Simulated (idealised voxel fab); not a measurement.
This is a process module. Its name is voxel local oxidation.
The cross-section on display is named cut; it measures 260 nm wide, and its cells are 5 nm squares.
Cross-section layout: square cells on a grid; listed as bands, top to bottom; a band spans one or more cell rows. It is stipulated that each band's entry specify, in nanometres, the height of the top of the band and then that of its bottom, followed by the materials of the band in left-to-right sequence, each together with its width in nanometres. A single material marked by the word "all across" is understood to fill the band from edge to edge; the word "air" is understood to denote empty space. Measure heights from 0. That's the level where, below it, the as-received wafer is all one material. The lowest band is bottomless and extends downward; write it as in "from 0 down". You'd read "30 to 40" like this: the band's top row of cells is as wide as the first number, its bottom row is as wide as the second, and going down, every row changes width by the same amount as the row before did. Given "no alterations made" for a step, no cell of the cross-section differs between before and after that step. Look at "Completely enclosed voids" for the closed voids: empty spaces with no open path to the top, sized 8 cells or up. Each is width x height at distance, distance from the left edge, all nm. Read whatever lies past the settings on a step's line as the simulator's own remark about the step. overlay nm: right-of-plan distance of the mask on a masked step; negative values mean left-of-plan.

[Set out below are the planned steps of the process]
1,RECEIVE with material Si
2,CONFORMAL_DEP with material SiO2, thk nm 5
3,CONFORMAL_DEP with material SiN, thk nm 10
4,PATTERN with tone cover, mask id ACTIVE, material resist, width nm 105, pitch nm 125, thk nm 20, overlay nm 0
5,DIRECTIONAL_ETCH with etch materials SiN, depth nm 10
6,STRIP with etch materials resist
7,SELECTIVE_ETCH with etch materials SiO2, depth nm 5
8,OXIDIZE with depth nm 15
9,STRIP with etch materials SiN

[Wafer, first of two, run as planned]

[Wafer cross-section on receipt, i.e. after step 1]
  from 0 down = Si all across
  Completely enclosed voids: none

[How the wafer stands in section after step 2]
  from 5 to 0 = SiO2 all across
  For the remainder of the cross-section, below 0, there is no change.

[How the wafer stands in section after step 3]
  from 15 to 5 = SiN all across
  For the remainder of the cross-section, below 5, there is no change.

[How the wafer stands in section after step 4]
  from 35 to 15 = 15 nm air  105 nm resist  20 nm air  105 nm resist  15 nm air
  For the remainder of the cross-section, below 15, there is no change.

[How the wafer stands in section after step 5]
  from 35 to 15 = 15 nm air  105 nm resist  20 nm air  105 nm resist  15 nm air
  from 15 to 5 = 15 nm air  105 nm SiN  20 nm air  105 nm SiN  15 nm air
  For the remainder of the cross-section, below 5, there is no change.

[How the wafer stands in section after step 6]
  from 15 to 5 = 15 nm air  105 nm SiN  20 nm air  105 nm SiN  15 nm air
  For the remainder of the cross-section, below 5, there is no change.

[How the wafer stands in section after step 7]
  from 15 to 5 = 15 nm air  105 nm SiN  20 nm air  105 nm SiN  15 nm air
  from 5 to 0 = 20 nm air  95 nm SiO2  30 nm air  95 nm SiO2  20 nm air
  For the remainder of the cross-section, below 0, there is no change.

[How the wafer stands in section after step 8]
  from 15 to 5 = 15 nm air  105 nm SiN  20 nm air  105 nm SiN  15 nm air
  from 5 to 0 = 20 nm air  95 nm SiO2  30 nm air  95 nm SiO2  20 nm air
  from 0 to -15 = 35 nm SiO2  65 nm Si  60 nm SiO2  65 nm Si  35 nm SiO2
  For the remainder of the cross-section, below -15, there is no change.

[How the wafer stands in section after step 9]
  from 5 to 0 = 20 nm air  95 nm SiO2  30 nm air  95 nm SiO2  20 nm air
  For the remainder of the cross-section, below 0, there is no change.

[Second wafer - shared start and plan with the first - one error in running - same as the first up to step 4 inclusive]

[when step 5 should have ended]
  from 35 to 15 = 15 nm air  105 nm resist  20 nm air  105 nm resist  15 nm air
  from 15 to 5 = 15 nm air  105 nm SiN  20 nm air  105 nm SiN  15 nm air
  For the remainder of the cross-section, below 5, there is no change.

[when step 6 should have ended]
  from 15 to 5 = 15 nm air  105 nm SiN  20 nm air  105 nm SiN  15 nm air
  For the remainder of the cross-section, below 5, there is no change.

[when step 7 should have ended]
  from 15 to 5 = 15 nm air  105 nm SiN  20 nm air  105 nm SiN  15 nm air
  from 5 to 0 = 20 nm air  95 nm SiO2  30 nm air  95 nm SiO2  20 nm air
  For the remainder of the cross-section, below 0, there is no change.

[when step 8 should have ended]
  from 15 to 5 = 15 nm air  105 nm SiN  20 nm air  105 nm SiN  15 nm air
  from 5 to 0 = 20 nm air  95 nm SiO2  30 nm air  95 nm SiO2  20 nm air
  from 0 to -15 = 35 nm SiO2  65 nm Si  60 nm SiO2  65 nm Si  35 nm SiO2
  For the remainder of the cross-section, below -15, there is no change.

[when step 9 should have ended]
  from 5 to 0 = 20 nm air  95 nm SiO2  30 nm air  95 nm SiO2  20 nm air
  For the remainder of the cross-section, below 0, there is no change.
In executing the process, a mistake was made relative to the plan: step 5 of the plan saw execution twice
at the end the two cross-sections are the same: no effect in what this model computes
